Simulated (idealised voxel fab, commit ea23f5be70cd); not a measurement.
voxel capacitor over wiring: a process module
For reference, the cross-section in this document is cut, with width 170 nm and square cells of 5 nm.
A cross-section in this document is a grid of square cells, and it is written down as bands, the top band listed before the ones below it; a band is made up of one or more rows of cells. Look at the band entry: it leads with the top's height and the bottom's height in nm. Then it lists the materials left to right, with a width in nm for each. The word "full width" on a single material says that material fills the band edge to edge. The word "air" is empty space. Measure heights from 0. That's the level where, below it, the as-received wafer is all one material. The lowest band is bottomless and extends downward; write it as in "0..down". You'd read "30 to 40" like this: the band's top row of cells is as wide as the first number, its bottom row is as wide as the second, and going down, every row changes width by the same amount as the row before did. Where the words "left unchanged" appear for a step, the cross-section shows no cell changed by that step; every cell remained as before. The label "Sealed voids" introduces a list of the empty spaces, 8 cells or larger, that have no open way up to the top; each entry in it reads width x height at distance, where the distance is taken from the left edge and all three are stated in nm. It should be noted that, on the line of a given step, the content following the step's settings is a remark produced by the simulator itself with respect to that step. What "overlay nm" on a step's line means: if the step has a mask, that mask lay this far to the right of its planned place, or, when the value is negative, to the left.

[The steps planned for the process are as follows]
| 1 | RECEIVE, material Si |
| 2 | CONFORMAL_DEP, material SiO2, thk nm 5 |
| 3 | DIRECTIONAL_DEP, material TiN, thk nm 5 |
| 4 | DIRECTIONAL_DEP, material Ru, thk nm 15 |
| 5 | MASKED_ETCH, tone cover, mask id METAL_1, width nm 20, pitch nm 80, etch materials Ru, depth nm 15, overlay nm 0 |
| 6 | MASKED_ETCH, tone cover, mask id METAL_1, width nm 20, pitch nm 80, etch materials TiN, depth nm 5, overlay nm 0 |
| 7 | FILL_DEP, material SiO2, thk nm 5 |
| 8 | CMP, height nm 30 |
| 9 | CONFORMAL_DEP, material SiCN, thk nm 5 |
| 10 | DIRECTIONAL_DEP, material SiO2, thk nm 10 |
| 11 | DIRECTIONAL_DEP, material aC, thk nm 10 |
| 12 | PATTERN, tone open, mask id PLUG_1, material resist, width nm 15, thk nm 25, overlay nm 0 |
| 13 | DIRECTIONAL_ETCH, etch materials aC, depth nm 10 |
| 14 | STRIP, etch materials resist |
| 15 | DIRECTIONAL_ETCH, etch materials SiO2, depth nm 10 |
| 16 | DIRECTIONAL_ETCH, etch materials SiCN, depth nm 5 |
| 17 | STRIP, etch materials aC |
| 18 | CONFORMAL_DEP, material TiN, thk nm 5 |
| 19 | FILL_DEP, material Cu, thk nm 5 |
| 20 | CMP, height nm 45 |
| 21 | DIRECTIONAL_DEP, material TiN, thk nm 10 |
| 22 | DIRECTIONAL_DEP, material Al2O3, thk nm 5 |
| 23 | DIRECTIONAL_DEP, material TiN, thk nm 10 |
| 24 | MASKED_ETCH, tone cover, mask id UPPER_PLATE, width nm 65, etch materials TiN, depth nm 10, overlay nm 0 |
| 25 | MASKED_ETCH, tone cover, mask id UPPER_PLATE, width nm 65, etch materials Al2O3, depth nm 5, overlay nm 0 |
| 26 | PATTERN, tone cover, mask id LOWER_PLATE, material resist, width nm 75, thk nm 20, overlay nm 0 |
| 27 | DIRECTIONAL_ETCH, etch materials TiN, depth nm 10 |
| 28 | STRIP, etch materials resist |
| 29 | FILL_DEP, material SiO2, thk nm 15 |
| 30 | CMP, height nm 80 |
| 31 | PATTERN, tone open, mask id PLUG_2, material resist, width nm 15, thk nm 20, overlay nm 0 |
| 32 | DIRECTIONAL_ETCH, etch materials SiO2, depth nm 10 |
| 33 | STRIP, etch materials resist |
| 34 | CONFORMAL_DEP, material TiN, thk nm 5 |
| 35 | FILL_DEP, material Ru, thk nm 10 |
| 36 | CMP, height nm 80 |
| 37 | CONFORMAL_DEP, material SiN, thk nm 5 |
All wafers enter the flow in the same state. The thk nm at step 2 differs from wafer to wafer, and the plan gives the value for the first wafer.

[Received condition of the first of several wafers, sectioned: post-step 1]
	0..down = Si full width
	Sealed voids: none

[first wafer at the end, after step 37]
	85..80 = SiN full width
	80..75 = SiO2 50 / TiN 5 / Ru 5 / TiN 5 / SiO2 105
	75..70 = SiO2 50 / TiN 15 / SiO2 105
	70..60 = SiO2 40 / TiN 65 / SiO2 65
	60..55 = SiO2 40 / Al2O3 65 / SiO2 65
	55..45 = SiO2 35 / TiN 75 / SiO2 60
	45..35 = SiO2 40 / TiN 5 / Cu 5 / TiN 5 / SiO2 115
	35..30 = SiCN 40 / TiN 15 / SiCN 115
	30..25 = SiO2 full width
	25..10 = SiO2 35 / Ru 20 / SiO2 60 / Ru 20 / SiO2 35
	10..5 = SiO2 35 / TiN 20 / SiO2 60 / TiN 20 / SiO2 35
	5..0 = SiO2 full width
	0..down = Si full width
	Sealed voids: none

[Last wafer of the set, cross-sectioned at end of module]
	85..80 = SiN full width
	80..75 = SiO2 50 / TiN 5 / Ru 5 / TiN 5 / SiO2 105
	75..70 = SiO2 50 / TiN 15 / SiO2 105
	70..60 = SiO2 40 / TiN 65 / SiO2 65
	60..55 = SiO2 40 / Al2O3 65 / SiO2 65
	55..45 = SiO2 35 / TiN 75 / SiO2 60
	45..35 = SiO2 40 / TiN 5 / Cu 5 / TiN 5 / SiO2 115
	35..30 = SiCN 40 / TiN 15 / SiCN 115
	30..25 = SiO2 35 / TiN 20 / SiO2 60 / TiN 20 / SiO2 35
	25..0 = SiO2 full width
	0..down = Si full width
	Sealed voids: none

[Wafer rows, end of module: cells per material gained (+) or lost (-) since receipt; closed voids last]
thk nm 5, +13 Al2O3, +2 Cu, +25 Ru, +31 SiCN, +34 SiN, +397 SiO2, +76 TiN, Sealed voids: none
thk nm 10, +13 Al2O3, +2 Cu, +25 Ru, +31 SiCN, +34 SiN, +397 SiO2, +76 TiN, Sealed voids: none
thk nm 15, +13 Al2O3, +2 Cu, +17 Ru, +31 SiCN, +34 SiN, +405 SiO2, +76 TiN, Sealed voids: none
thk nm 20, +13 Al2O3, +2 Cu, +9 Ru, +31 SiCN, +34 SiN, +413 SiO2, +76 TiN, Sealed voids: none
thk nm 25, +13 Al2O3, +2 Cu, +1 Ru, +31 SiCN, +34 SiN, +421 SiO2, +76 TiN, Sealed voids: none
